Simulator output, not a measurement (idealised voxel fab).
Process module name: voxel spacer lines
FYI the section here is cut, 280 nm wide, cells are 5 nm squares.
A cross-section is written here as square cells arranged in a grid, and it is given in bands from the top down, each band taking up one or more rows of cells. Per band: top height and bottom height in nm, followed by the left-to-right materials and their widths in nm; "everywhere" marks a single material spanning edge to edge, "air" marks empty space. Counting heights begins at 0, where everything beneath is, in the wafer as received, one material. The lowest band has no bottom; it goes on downwards, as "0 down" shows. Top row gets the first number, bottom row gets the second, and each row in between changes by the same step: that is how a band width like "30 to 40" works. For the purposes of this document, the phrase "everything unchanged" attached to a step denotes that no cell within the cross-section was modified by that step. "Closed-off voids": sealed empty spaces, 8 cells or more, no open way to top, listed width x height at distance, with distance from the left edge and width, height and distance in nm. That trailing text on a step's line, after the settings, is the simulator's own remark on the step. On any step carrying a mask, the "overlay nm" setting, if present on the step's line, tells how far right of its planned place the mask lay; negative values point to the left.
INTENDED PROCESS STEPS
1 RECEIVE,material Si
2 CONFORMAL_DEP,material Al2O3,thk nm 10
3 DIRECTIONAL_DEP,material polySi,thk nm 10
4 DIRECTIONAL_DEP,material aC,thk nm 30
5 PATTERN,tone cover,mask id MANDREL,material resist,width nm 15,pitch nm 60,thk nm 40,overlay nm 0
6 DIRECTIONAL_ETCH,etch materials aC,depth nm 30
7 STRIP,etch materials resist
8 CONFORMAL_DEP,material SiN,thk nm 15
9 DIRECTIONAL_ETCH,etch materials SiN,depth nm 15
10 STRIP,etch materials aC
11 DIRECTIONAL_ETCH,etch materials polySi,depth nm 10
12 STRIP,etch materials SiN
WAFER, FIRST OF TWO, RUN AS PLANNED
THE CROSS-SECTION HERE SHOWS THE WAFER AS RECEIVED, I.E. IN ITS STATE AFTER STEP 1
* 0 down = Si everywhere
* Closed-off voids: none
AFTER STEP 2, IN CROSS-SECTION
* 10 to 0 = Al2O3 everywhere
* Lower than 0, everything is as it was.
AFTER STEP 3, IN CROSS-SECTION
* 20 to 10 = polySi everywhere
* Lower than 10, everything is as it was.
AFTER STEP 4, IN CROSS-SECTION
* 50 to 20 = aC everywhere
* Lower than 20, everything is as it was.
AFTER STEP 5, IN CROSS-SECTION
* 90 to 50 = 100 of air, 15 of resist, 45 of air, 15 of resist, 105 of air
* Lower than 50, everything is as it was.
AFTER STEP 6, IN CROSS-SECTION
* 60 to 50 = 100 of air, 15 of resist, 45 of air, 15 of resist, 105 of air
* 50 to 20 = 100 of air, 15 of aC, 45 of air, 15 of aC, 105 of air
* Lower than 20, everything is as it was.
AFTER STEP 7, IN CROSS-SECTION
* 50 to 20 = 100 of air, 15 of aC, 45 of air, 15 of aC, 105 of air
* Lower than 20, everything is as it was.
AFTER STEP 8, IN CROSS-SECTION
* 65 to 50 = 85 of air, 45 of SiN, 15 of air, 45 of SiN, 90 of air
* 50 to 35 = 85 of air, 15 of SiN, 15 of aC, 15 of SiN, 15 of air, 15 of SiN, 15 of aC, 15 of SiN, 90 of air
* 35 to 20 = 100 of SiN, 15 of aC, 45 of SiN, 15 of aC, 105 of SiN
* Lower than 20, everything is as it was.
AFTER STEP 9, IN CROSS-SECTION
* 50 to 20 = 85 of air, 15 of SiN, 15 of aC, 15 of SiN, 15 of air, 15 of SiN, 15 of aC, 15 of SiN, 90 of air
* Lower than 20, everything is as it was.
AFTER STEP 10, IN CROSS-SECTION
* 50 to 20 = 85 of air, 15 of SiN, 15 of air, 15 of SiN, 15 of air, 15 of SiN, 15 of air, 15 of SiN, 90 of air
* Lower than 20, everything is as it was.
AFTER STEP 11, IN CROSS-SECTION
* 50 to 20 = 85 of air, 15 of SiN, 15 of air, 15 of SiN, 15 of air, 15 of SiN, 15 of air, 15 of SiN, 90 of air
* 20 to 10 = 85 of air, 15 of polySi, 15 of air, 15 of polySi, 15 of air, 15 of polySi, 15 of air, 15 of polySi, 90 of air
* Lower than 10, everything is as it was.
AFTER STEP 12, IN CROSS-SECTION
* 20 to 10 = 85 of air, 15 of polySi, 15 of air, 15 of polySi, 15 of air, 15 of polySi, 15 of air, 15 of polySi, 90 of air
* Lower than 10, everything is as it was.
NOW THE OTHER WAFER: SAME START, SAME RECIPE, BUT WE MESSED UP ONE THING WHEN RUNNING IT. UP TO AND INCLUDING STEP 4 IT'S THE SAME AS THE FIRST ONE
AT THE PLANNED END OF STEP 5, THE SECOND WAFER IN CROSS-SECTION
* 90 to 50 = 100 of resist, 15 of air, 45 of resist, 15 of air, 105 of resist
* Lower than 50, everything is as it was.
AT THE PLANNED END OF STEP 6, THE SECOND WAFER IN CROSS-SECTION
* 60 to 50 = 100 of resist, 15 of air, 45 of resist, 15 of air, 105 of resist
* 50 to 20 = 100 of aC, 15 of air, 45 of aC, 15 of air, 105 of aC
* Lower than 20, everything is as it was.
AT THE PLANNED END OF STEP 7, THE SECOND WAFER IN CROSS-SECTION
* 50 to 20 = 100 of aC, 15 of air, 45 of aC, 15 of air, 105 of aC
* Lower than 20, everything is as it was.
AT THE PLANNED END OF STEP 8, THE SECOND WAFER IN CROSS-SECTION
* 65 to 50 = SiN everywhere
* 50 to 20 = 100 of aC, 15 of SiN, 45 of aC, 15 of SiN, 105 of aC
* Lower than 20, everything is as it was.
AT THE PLANNED END OF STEP 9, THE SECOND WAFER IN CROSS-SECTION
* 50 to 20 = 100 of aC, 15 of SiN, 45 of aC, 15 of SiN, 105 of aC
* Lower than 20, everything is as it was.
AT THE PLANNED END OF STEP 10, THE SECOND WAFER IN CROSS-SECTION
* 50 to 20 = 100 of air, 15 of SiN, 45 of air, 15 of SiN, 105 of air
* Lower than 20, everything is as it was.
AT THE PLANNED END OF STEP 11, THE SECOND WAFER IN CROSS-SECTION
* 50 to 20 = 100 of air, 15 of SiN, 45 of air, 15 of SiN, 105 of air
* 20 to 10 = 100 of air, 15 of polySi, 45 of air, 15 of polySi, 105 of air
* Lower than 10, everything is as it was.
AT THE PLANNED END OF STEP 12, THE SECOND WAFER IN CROSS-SECTION
* 20 to 10 = 100 of air, 15 of polySi, 45 of air, 15 of polySi, 105 of air
* Lower than 10, everything is as it was.
Nonconformance to the process plan: off-plan run, step 5, actual operation and settings PATTERN,tone open,mask id MANDREL,material resist,width nm 15,pitch nm 60,thk nm 40,overlay nm 0
Count the cells at the end and the second wafer has more or fewer of some materials than the first: -12 polySi
